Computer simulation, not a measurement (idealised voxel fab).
The following is a process module called voxel transistor to metal.
Cross-section cut: width 160 nm, square cells of 5 nm.
If you're reading a cross-section in this doc, picture square cells in a grid; it comes to you as bands, top ones listed first down to the bottom, and a band can be one or more rows of cells.
In this notation a band is specified by the heights of its top and bottom, in that order and in nm, after which its materials appear from left to right, each paired with its width in nm. The word "all across" attached to a single material means that material fills the band from edge to edge; the word "blank" stands for empty space.
Convention: height 0 is the level below which the wafer, as received, is all one material. The lowest band does not terminate at the bottom but continues downward, represented as "top 0, no bottom".
A width given as "30->40" starts at the first number in the band's top row and ends at the second number in its bottom row, shifting by an equal amount at every step from row to row.
When a step is marked "no alterations made", none of the cells in the cross-section changed during that step.
If an empty space has no open way to the top and is at least 8 cells in size, "Enclosed void catalog" lists it, written width x height at distance, where distance is measured from the left edge and every value is in nm.
after a step's settings: what the simulator itself notes on the step
You can add "overlay nm" to a step's line. For a step with a mask, it describes how far the mask lay to the right of its planned position, and a negative number describes a lay to the left.
Each of the pairs that make up the rest of this document says: here is the cross-section before one process step, here is the cross-section after it, drawn only down to the lowest band that changed, and here, under the pair, is the step lying between them with its settings. Different pairs may come from different runs of this module on the same starting wafer, so a pair continues from the pair above it only where its entry headed "Prior to step" says so.

**Prior to step**
  top 50, bottom 45 | TiN 40 nm / blank 20 nm / TiN 40 nm / blank 20 nm / TiN 40 nm
  top 45, bottom 35 | SiO2 35 nm / TiN 5 nm / blank 20 nm / TiN 5 nm / SiO2 30 nm / TiN 5 nm / blank 20 nm / TiN 5 nm / SiO2 35 nm
  top 35, bottom 30 | SiO2 35 nm / TiN 5 nm / blank 15 nm / TiN 10 nm / SiO2 30 nm / TiN 10 nm / blank 15 nm / TiN 5 nm / SiO2 35 nm
  top 30, bottom 20 | SiO2 35 nm / TiN 5 nm / blank 15->5 nm / TiN 5->15 nm / SiN 10 nm / SiCN 20 nm / SiN 10 nm / TiN 5 nm / blank 15 nm / TiN 5 nm / SiO2 35 nm
  top 20, bottom 10 | SiO2 35 nm / TiN 5 nm / blank 5 nm / TiN 5 nm / SiN 10 nm / polySi 30 nm / SiN 10 nm / TiN 5 nm / blank 15 nm / TiN 5 nm / SiO2 35 nm
  top 10, bottom 5 | SiO2 35 nm / TiN 15 nm / SiN 10 nm / polySi 30 nm / SiN 10 nm / TiN 15 nm / blank 5 nm / TiN 5 nm / SiO2 35 nm
  top 5, bottom 0 | SiO2 35 nm / TiN 5 nm / nSi 10 nm / SiN 10 nm / polySi 30 nm / SiN 10 nm / nSi 10 nm / TiN 5 nm / blank 5 nm / TiN 5 nm / SiO2 35 nm
  top 0, bottom -5 | SiO2 35 nm / TiN 5 nm / nSi 10 nm / SiO2 50 nm / nSi 10 nm / TiN 15 nm / SiO2 35 nm
  top -5, bottom -15 | SiO2 30 nm / nSi 20 nm / Si 50 nm / nSi 30 nm / SiO2 30 nm
  top -15, bottom -40 | SiO2 30 nm / Si 100 nm / SiO2 30 nm
  top -40, no bottom | Si all across
  Enclosed void catalog: none

**Post-Step Geometry**
  top 60, bottom 50 | W all across
  top 50, bottom 45 | TiN 40 nm / W 20 nm / TiN 40 nm / W 20 nm / TiN 40 nm
  top 45, bottom 35 | SiO2 35 nm / TiN 5 nm / W 20 nm / TiN 5 nm / SiO2 30 nm / TiN 5 nm / W 20 nm / TiN 5 nm / SiO2 35 nm
  top 35, bottom 30 | SiO2 35 nm / TiN 5 nm / W 15 nm / TiN 10 nm / SiO2 30 nm / TiN 10 nm / W 15 nm / TiN 5 nm / SiO2 35 nm
  top 30, bottom 20 | SiO2 35 nm / TiN 5 nm / W 15->5 nm / TiN 5->15 nm / SiN 10 nm / SiCN 20 nm / SiN 10 nm / TiN 5 nm / W 15 nm / TiN 5 nm / SiO2 35 nm
  top 20, bottom 10 | SiO2 35 nm / TiN 5 nm / W 5 nm / TiN 5 nm / SiN 10 nm / polySi 30 nm / SiN 10 nm / TiN 5 nm / W 15 nm / TiN 5 nm / SiO2 35 nm
  top 10, bottom 5 | SiO2 35 nm / TiN 15 nm / SiN 10 nm / polySi 30 nm / SiN 10 nm / TiN 15 nm / W 5 nm / TiN 5 nm / SiO2 35 nm
  top 5, bottom 0 | SiO2 35 nm / TiN 5 nm / nSi 10 nm / SiN 10 nm / polySi 30 nm / SiN 10 nm / nSi 10 nm / TiN 5 nm / W 5 nm / TiN 5 nm / SiO2 35 nm
  Whatever lies below 0 is exactly as it was before.
  Enclosed void catalog: none
What was done to get from the upper cross-section to the lower one? FILL_DEP with material W, thk nm 10

Prior to step: it's just the after picture from the pair right above this one.

**Post-Step Geometry**
  top 45, bottom 35 | SiO2 35 nm / TiN 5 nm / W 20 nm / TiN 5 nm / SiO2 30 nm / TiN 5 nm / W 20 nm / TiN 5 nm / SiO2 35 nm
  Whatever lies below 35 is exactly as it was before.
  Enclosed void catalog: none
What was done to get from the upper cross-section to the lower one? CMP with height nm 45

Prior to step: it's just the after picture from the pair right above this one.

**Post-Step Geometry**
  top 50, bottom 45 | TiN all across
  Whatever lies below 45 is exactly as it was before.
  Enclosed void catalog: none
What was done to get from the upper cross-section to the lower one? DIRECTIONAL_DEP with material TiN, thk nm 5

Prior to step: it's just the after picture from the pair right above this one.

**Post-Step Geometry**
  top 75, bottom 50 | W all across
  Whatever lies below 50 is exactly as it was before.
  Enclosed void catalog: none
What was done to get from the upper cross-section to the lower one? DIRECTIONAL_DEP with material W, thk nm 25

Prior to step: it's just the after picture from the pair right above this one.

**Post-Step Geometry**
  top 90, bottom 75 | blank 35 nm / resist 20 nm / blank 50 nm / resist 20 nm / blank 35 nm
  Whatever lies below 75 is exactly as it was before.
  Enclosed void catalog: none
What was done to get from the upper cross-section to the lower one? PATTERN with tone cover, mask id METAL_1, material resist, width nm 20, pitch nm 70, thk nm 15, overlay nm 0

Prior to step: it's just the after picture from the pair right above this one.

**Post-Step Geometry**
  top 90, bottom 75 | blank 35 nm / resist 20 nm / blank 50 nm / resist 20 nm / blank 35 nm
  top 75, bottom 50 | blank 35 nm / W 20 nm / blank 50 nm / W 20 nm / blank 35 nm
  Whatever lies below 50 is exactly as it was before.
  Enclosed void catalog: none
What was done to get from the upper cross-section to the lower one? DIRECTIONAL_ETCH with etch materials W, depth nm 25

Prior to step: it's just the after picture from the pair right above this one.

**Post-Step Geometry**
  top 90, bottom 75 | blank 35 nm / resist 20 nm / blank 50 nm / resist 20 nm / blank 35 nm
  top 75, bottom 50 | blank 35 nm / W 20 nm / blank 50 nm / W 20 nm / blank 35 nm
  top 50, bottom 45 | blank 35 nm / TiN 20 nm / blank 50 nm / TiN 20 nm / blank 35 nm
  Whatever lies below 45 is exactly as it was before.
  Enclosed void catalog: none
What was done to get from the upper cross-section to the lower one? DIRECTIONAL_ETCH with etch materials TiN, depth nm 5

Prior to step: it's just the after picture from the pair right above this one.

**Post-Step Geometry**
  top 75, bottom 50 | blank 35 nm / W 20 nm / blank 50 nm / W 20 nm / blank 35 nm
  Whatever lies below 50 is exactly as it was before.
  Enclosed void catalog: none
What was done to get from the upper cross-section to the lower one? STRIP with etch materials resist

Prior to step: it's just the after picture from the pair right above this one.

**Post-Step Geometry**
  top 80, bottom 75 | blank 30 nm / SiCN 30 nm / blank 40 nm / SiCN 30 nm / blank 30 nm
  top 75, bottom 50 | blank 30 nm / SiCN 5 nm / W 20 nm / SiCN 5 nm / blank 40 nm / SiCN 5 nm / W 20 nm / SiCN 5 nm / blank 30 nm
  top 50, bottom 45 | SiCN 35 nm / TiN 20 nm / SiCN 50 nm / TiN 20 nm / SiCN 35 nm
  Whatever lies below 45 is exactly as it was before.
  Enclosed void catalog: none
What was done to get from the upper cross-section to the lower one? CONFORMAL_DEP with material SiCN, thk nm 5

Prior to step: it's just the after picture from the pair right above this one.

**Post-Step Geometry**
  top 85, bottom 80 | SiO2 all across
  top 80, bottom 75 | SiO2 30 nm / SiCN 30 nm / SiO2 40 nm / SiCN 30 nm / SiO2 30 nm
  top 75, bottom 50 | SiO2 30 nm / SiCN 5 nm / W 20 nm / SiCN 5 nm / SiO2 40 nm / SiCN 5 nm / W 20 nm / SiCN 5 nm / SiO2 30 nm
  Whatever lies below 50 is exactly as it was before.
  Enclosed void catalog: none
What was done to get from the upper cross-section to the lower one? FILL_DEP with material SiO2, thk nm 5

Prior to step: it's just the after picture from the pair right above this one.

**Post-Step Geometry**
  top 75, bottom 50 | SiO2 30 nm / SiCN 5 nm / W 20 nm / SiCN 5 nm / SiO2 40 nm / SiCN 5 nm / W 20 nm / SiCN 5 nm / SiO2 30 nm
  Whatever lies below 50 is exactly as it was before.
  Enclosed void catalog: none
What was done to get from the upper cross-section to the lower one? CMP with height nm 75

Prior to step: it's just the after picture from the pair right above this one.

**Post-Step Geometry**
  top 80, bottom 75 | SiCN all across
  Whatever lies below 75 is exactly as it was before.
  Enclosed void catalog: none
What was done to get from the upper cross-section to the lower one? CONFORMAL_DEP with material SiCN, thk nm 5

**Prior to step**
  top 75, bottom 50 | blank 35 nm / W 20 nm / blank 50 nm / W 20 nm / blank 35 nm
  top 50, bottom 45 | blank 35 nm / TiN 20 nm / blank 50 nm / TiN 20 nm / blank 35 nm
  top 45, bottom 35 | SiO2 35 nm / TiN 5 nm / W 20 nm / TiN 5 nm / SiO2 30 nm / TiN 5 nm / W 20 nm / TiN 5 nm / SiO2 35 nm
  top 35, bottom 30 | SiO2 35 nm / TiN 5 nm / W 15 nm / TiN 10 nm / SiO2 30 nm / TiN 10 nm / W 15 nm / TiN 5 nm / SiO2 35 nm
  top 30, bottom 20 | SiO2 35 nm / TiN 5 nm / W 15 nm / TiN 5 nm / SiN 10 nm / SiCN 20 nm / SiN 10 nm / TiN 5 nm / W 15 nm / TiN 5 nm / SiO2 35 nm
  top 20, bottom 10 | SiO2 35 nm / TiN 5 nm / W 15 nm / TiN 5 nm / SiN 10 nm / polySi 20 nm / SiN 10 nm / TiN 5 nm / W 15 nm / TiN 5 nm / SiO2 35 nm
  top 10, bottom 5 | SiO2 35 nm / TiN 5 nm / W 5 nm / TiN 15 nm / SiN 10 nm / polySi 20 nm / SiN 10 nm / TiN 15 nm / W 5 nm / TiN 5 nm / SiO2 35 nm
  top 5, bottom 0 | SiO2 35 nm / TiN 5 nm / W 5 nm / TiN 5 nm / nSi 10 nm / SiN 10 nm / polySi 20 nm / SiN 10 nm / nSi 10 nm / TiN 5 nm / W 5 nm / TiN 5 nm / SiO2 35 nm
  top 0, bottom -5 | SiO2 35 nm / TiN 15 nm / nSi 10 nm / SiO2 40 nm / nSi 10 nm / TiN 15 nm / SiO2 35 nm
  top -5, bottom -15 | SiO2 30 nm / nSi 30 nm / Si 40 nm / nSi 30 nm / SiO2 30 nm
  top -15, bottom -40 | SiO2 30 nm / Si 100 nm / SiO2 30 nm
  top -40, no bottom | Si all across
  Enclosed void catalog: none

**Post-Step Geometry**
  top 80, bottom 75 | blank 30 nm / polySi 30 nm / blank 40 nm / polySi 30 nm / blank 30 nm
  top 75, bottom 50 | blank 30 nm / polySi 5 nm / W 20 nm / polySi 5 nm / blank 40 nm / polySi 5 nm / W 20 nm / polySi 5 nm / blank 30 nm
  top 50, bottom 45 | polySi 35 nm / TiN 20 nm / polySi 50 nm / TiN 20 nm / polySi 35 nm
  Whatever lies below 45 is exactly as it was before.
  Enclosed void catalog: none
What was done to get from the upper cross-section to the lower one? CONFORMAL_DEP with material polySi, thk nm 5

Prior to step: it's just the after picture from the pair right above this one.

**Post-Step Geometry**
  top 85, bottom 80 | SiO2 all across
  top 80, bottom 75 | SiO2 30 nm / polySi 30 nm / SiO2 40 nm / polySi 30 nm / SiO2 30 nm
  top 75, bottom 50 | SiO2 30 nm / polySi 5 nm / W 20 nm / polySi 5 nm / SiO2 40 nm / polySi 5 nm / W 20 nm / polySi 5 nm / SiO2 30 nm
  Whatever lies below 50 is exactly as it was before.
  Enclosed void catalog: none
What was done to get from the upper cross-section to the lower one? FILL_DEP with material SiO2, thk nm 5

Prior to step: it's just the after picture from the pair right above this one.

**Post-Step Geometry**
  top 75, bottom 50 | SiO2 30 nm / polySi 5 nm / W 20 nm / polySi 5 nm / SiO2 40 nm / polySi 5 nm / W 20 nm / polySi 5 nm / SiO2 30 nm
  Whatever lies below 50 is exactly as it was before.
  Enclosed void catalog: none
What was done to get from the upper cross-section to the lower one? CMP with height nm 75

Prior to step: it's just the after picture from the pair right above this one.

**Post-Step Geometry**
  top 80, bottom 75 | SiCN all across
  Whatever lies below 75 is exactly as it was before.
  Enclosed void catalog: none
What was done to get from the upper cross-section to the lower one? CONFORMAL_DEP with material SiCN, thk nm 5

**Prior to step**
  top 30, bottom 20 | SiCN all across
  top 20, bottom 0 | polySi all across
  top 0, bottom -5 | SiO2 all across
  top -5, bottom -40 | SiO2 30 nm / Si 100 nm / SiO2 30 nm
  top -40, no bottom | Si all across
  Enclosed void catalog: none

**Post-Step Geometry**
  top 30, bottom 20 | SiCN 70 nm / blank 20 nm / SiCN 70 nm
  Whatever lies below 20 is exactly as it was before.
  Enclosed void catalog: none
What was done to get from the upper cross-section to the lower one? MASKED_ETCH with tone open, mask id GATE, width nm 20, etch materials SiCN, depth nm 20, overlay nm 0

Prior to step: it's just the after picture from the pair right above this one.

**Post-Step Geometry**
  top 40, bottom 30 | SiN all across
  top 30, bottom 20 | SiCN 70 nm / SiN 20 nm / SiCN 70 nm
  Whatever lies below 20 is exactly as it was before.
  Enclosed void catalog: none
What was done to get from the upper cross-section to the lower one? CONFORMAL_DEP with material SiN, thk nm 10

Prior to step: it's just the after picture from the pair right above this one.

**Post-Step Geometry**
  top 30, bottom 20 | SiCN 70 nm / SiN 20 nm / SiCN 70 nm
  Whatever lies below 20 is exactly as it was before.
  Enclosed void catalog: none
What was done to get from the upper cross-section to the lower one? DIRECTIONAL_ETCH with etch materials SiN, depth nm 10

Prior to step: it's just the after picture from the pair right above this one.

**Post-Step Geometry**
  top 40, bottom 30 | SiO2 all across
  Whatever lies below 30 is exactly as it was before.
  Enclosed void catalog: none
What was done to get from the upper cross-section to the lower one? FILL_DEP with material SiO2, thk nm 10

Prior to step: it's just the after picture from the pair right above this one.

**Post-Step Geometry**
  top 30, bottom 20 | SiCN 70 nm / SiN 20 nm / SiCN 70 nm
  Whatever lies below 20 is exactly as it was before.
  Enclosed void catalog: none
What was done to get from the upper cross-section to the lower one? CMP with height nm 30

Prior to step: it's just the after picture from the pair right above this one.

**Post-Step Geometry**
  top 45, bottom 30 | SiO2 all across
  Whatever lies below 30 is exactly as it was before.
  Enclosed void catalog: none
What was done to get from the upper cross-section to the lower one? DIRECTIONAL_DEP with material SiO2, thk nm 15

Prior to step: it's just the after picture from the pair right above this one.

**Post-Step Geometry**
  top 45, bottom 30 | SiO2 35 nm / blank 30 nm / SiO2 30 nm / blank 30 nm / SiO2 35 nm
  Whatever lies below 30 is exactly as it was before.
  Enclosed void catalog: none
What was done to get from the upper cross-section to the lower one? MASKED_ETCH with tone open, mask id CONTACT, width nm 30, pitch nm 60, etch materials SiO2, depth nm 50, overlay nm 0

Prior to step: it's just the after picture from the pair right above this one.

**Post-Step Geometry**
  top 50, bottom 45 | TiN 40 nm / blank 20 nm / TiN 40 nm / blank 20 nm / TiN 40 nm
  top 45, bottom 35 | SiO2 35 nm / TiN 5 nm / blank 20 nm / TiN 5 nm / SiO2 30 nm / TiN 5 nm / blank 20 nm / TiN 5 nm / SiO2 35 nm
  top 35, bottom 30 | SiO2 35 nm / TiN 30 nm / SiO2 30 nm / TiN 30 nm / SiO2 35 nm
  Whatever lies below 30 is exactly as it was before.
  Enclosed void catalog: none
What was done to get from the upper cross-section to the lower one? CONFORMAL_DEP with material TiN, thk nm 5

Prior to step: it's just the after picture from the pair right above this one.

**Post-Step Geometry**
  top 60, bottom 50 | W all across
  top 50, bottom 45 | TiN 40 nm / W 20 nm / TiN 40 nm / W 20 nm / TiN 40 nm
  top 45, bottom 35 | SiO2 35 nm / TiN 5 nm / W 20 nm / TiN 5 nm / SiO2 30 nm / TiN 5 nm / W 20 nm / TiN 5 nm / SiO2 35 nm
  Whatever lies below 35 is exactly as it was before.
  Enclosed void catalog: none
What was done to get from the upper cross-section to the lower one? FILL_DEP with material W, thk nm 10

Prior to step: it's just the after picture from the pair right above this one.

**Post-Step Geometry**
  top 45, bottom 35 | SiO2 35 nm / TiN 5 nm / W 20 nm / TiN 5 nm / SiO2 30 nm / TiN 5 nm / W 20 nm / TiN 5 nm / SiO2 35 nm
  Whatever lies below 35 is exactly as it was before.
  Enclosed void catalog: none
What was done to get from the upper cross-section to the lower one? CMP with height nm 45

Prior to step: it's just the after picture from the pair right above this one.

**Post-Step Geometry**
  top 50, bottom 45 | TiN all across
  Whatever lies below 45 is exactly as it was before.
  Enclosed void catalog: none
What was done to get from the upper cross-section to the lower one? DIRECTIONAL_DEP with material TiN, thk nm 5

Prior to step: it's just the after picture from the pair right above this one.

**Post-Step Geometry**
  top 75, bottom 50 | W all across
  Whatever lies below 50 is exactly as it was before.
  Enclosed void catalog: none
What was done to get from the upper cross-section to the lower one? DIRECTIONAL_DEP with material W, thk nm 25

Prior to step: it's just the after picture from the pair right above this one.

**Post-Step Geometry**
  top 90, bottom 75 | blank 35 nm / resist 20 nm / blank 50 nm / resist 20 nm / blank 35 nm
  Whatever lies below 75 is exactly as it was before.
  Enclosed void catalog: none
What was done to get from the upper cross-section to the lower one? PATTERN with tone cover, mask id METAL_1, material resist, width nm 20, pitch nm 70, thk nm 15, overlay nm 0

Prior to step: it's just the after picture from the pair right above this one.

**Post-Step Geometry**
  top 90, bottom 75 | blank 35 nm / resist 20 nm / blank 50 nm / resist 20 nm / blank 35 nm
  top 75, bottom 50 | blank 35 nm / W 20 nm / blank 50 nm / W 20 nm / blank 35 nm
  Whatever lies below 50 is exactly as it was before.
  Enclosed void catalog: none
What was done to get from the upper cross-section to the lower one? DIRECTIONAL_ETCH with etch materials W, depth nm 25

Prior to step: it's just the after picture from the pair right above this one.

**Post-Step Geometry**
  top 90, bottom 75 | blank 35 nm / resist 20 nm / blank 50 nm / resist 20 nm / blank 35 nm
  top 75, bottom 50 | blank 35 nm / W 20 nm / blank 50 nm / W 20 nm / blank 35 nm
  top 50, bottom 45 | blank 35 nm / TiN 20 nm / blank 50 nm / TiN 20 nm / blank 35 nm
  Whatever lies below 45 is exactly as it was before.
  Enclosed void catalog: none
What was done to get from the upper cross-section to the lower one? DIRECTIONAL_ETCH with etch materials TiN, depth nm 5

Prior to step: it's just the after picture from the pair right above this one.

**Post-Step Geometry**
  top 75, bottom 50 | blank 35 nm / W 20 nm / blank 50 nm / W 20 nm / blank 35 nm
  Whatever lies below 50 is exactly as it was before.
  Enclosed void catalog: none
What was done to get from the upper cross-section to the lower one? STRIP with etch materials resist

Prior to step: it's just the after picture from the pair right above this one.

**Post-Step Geometry**
  top 80, bottom 75 | blank 30 nm / SiCN 30 nm / blank 40 nm / SiCN 30 nm / blank 30 nm
  top 75, bottom 50 | blank 30 nm / SiCN 5 nm / W 20 nm / SiCN 5 nm / blank 40 nm / SiCN 5 nm / W 20 nm / SiCN 5 nm / blank 30 nm
  top 50, bottom 45 | SiCN 35 nm / TiN 20 nm / SiCN 50 nm / TiN 20 nm / SiCN 35 nm
  Whatever lies below 45 is exactly as it was before.
  Enclosed void catalog: none
What was done to get from the upper cross-section to the lower one? CONFORMAL_DEP with material SiCN, thk nm 5

Prior to step: it's just the after picture from the pair right above this one.

**Post-Step Geometry**
  top 85, bottom 80 | SiO2 all across
  top 80, bottom 75 | SiO2 30 nm / SiCN 30 nm / SiO2 40 nm / SiCN 30 nm / SiO2 30 nm
  top 75, bottom 50 | SiO2 30 nm / SiCN 5 nm / W 20 nm / SiCN 5 nm / SiO2 40 nm / SiCN 5 nm / W 20 nm / SiCN 5 nm / SiO2 30 nm
  Whatever lies below 50 is exactly as it was before.
  Enclosed void catalog: none
What was done to get from the upper cross-section to the lower one? FILL_DEP with material SiO2, thk nm 5

Prior to step: it's just the after picture from the pair right above this one.

**Post-Step Geometry**
  top 75, bottom 50 | SiO2 30 nm / SiCN 5 nm / W 20 nm / SiCN 5 nm / SiO2 40 nm / SiCN 5 nm / W 20 nm / SiCN 5 nm / SiO2 30 nm
  Whatever lies below 50 is exactly as it was before.
  Enclosed void catalog: none
What was done to get from the upper cross-section to the lower one? CMP with height nm 75

Prior to step: it's just the after picture from the pair right above this one.

**Post-Step Geometry**
  top 80, bottom 75 | SiCN all across
  Whatever lies below 75 is exactly as it was before.
  Enclosed void catalog: none
What was done to get from the upper cross-section to the lower one? CONFORMAL_DEP with material SiCN, thk nm 5
